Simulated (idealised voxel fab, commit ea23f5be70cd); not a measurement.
Name of the process module below: voxel plated lines
Each square cell in cross-section cut measures 5 nm, and the section as a whole is 260 nm wide.
We lay out every cross-section as a grid of square cells and spell it out in bands from the top down, where one band means one or more rows of cells. Heads up on the band format: heights come first, top then bottom, in nm. After that it's the materials left to right, each with its width in nm. A single material flagged "edge to edge" fills the whole band edge to edge, and "blank" means there's empty space there. Height reference: 0 = level under which incoming wafer is all one material. Lowest band: no bottom, runs on downward, e.g. "0 nm and below". A two-number width, for instance "30->40", indicates that the width is equal to the first number in the top row of the band and to the second number in the bottom row, and that it changes by a constant amount per row of cells. What does "changes: none" mean for a step? It means no cell of the cross-section changed in that step. If an empty space has no open way to the top and is at least 8 cells in size, "Entrapped void list" lists it, written width x height at distance, where distance is measured from the left edge and every value is in nm. Read whatever lies past the settings on a step's line as the simulator's own remark about the step. The optional step-line setting "overlay nm" applies to steps with a mask and quantifies how far to the right of its planned location the mask lay, a negative value indicating leftward placement.
Planned process steps:
| 1 | RECEIVE, material Si |
| 2 | CONFORMAL_DEP, material SiO2, thk nm 10 |
| 3 | DIRECTIONAL_DEP, material TiN, thk nm 5 |
| 4 | PATTERN, tone open, mask id LINES, material resist, width nm 20, pitch nm 35, thk nm 35, overlay nm 0 |
| 5 | EPI, material Ru, thk nm 10 |
| 6 | EPI, material Ru, thk nm 5 |
| 7 | EPI, material Ru, thk nm 5 |
| 8 | STRIP, etch materials resist |
| 9 | DIRECTIONAL_ETCH, etch materials TiN, depth nm 5 |
| 10 | CONFORMAL_DEP, material SiN, thk nm 5 |
It is noted that the wafers described herein are identical at the outset and are distinguished by the thk nm of step 10; the value stated in the plan corresponds to the first wafer.
Incoming state of the first of several wafers in cross-section: after step 1:
0 nm and below | Si edge to edge
Entrapped void list: none
The following table contains a row per wafer, in which are reported, at the conclusion of the module, the cells of each material gained (+) or lost (-) since the wafer's receipt, with its closed voids given thereafter:
thk nm 5, +48 Ru, +82 SiN, +104 SiO2, +12 TiN, Entrapped void list: none
thk nm 10, +48 Ru, +154 SiN, +104 SiO2, +12 TiN, Entrapped void list: none
thk nm 15, +48 Ru, +216 SiN, +104 SiO2, +12 TiN, Entrapped void list: none
thk nm 20, +48 Ru, +278 SiN, +104 SiO2, +12 TiN, Entrapped void list: none
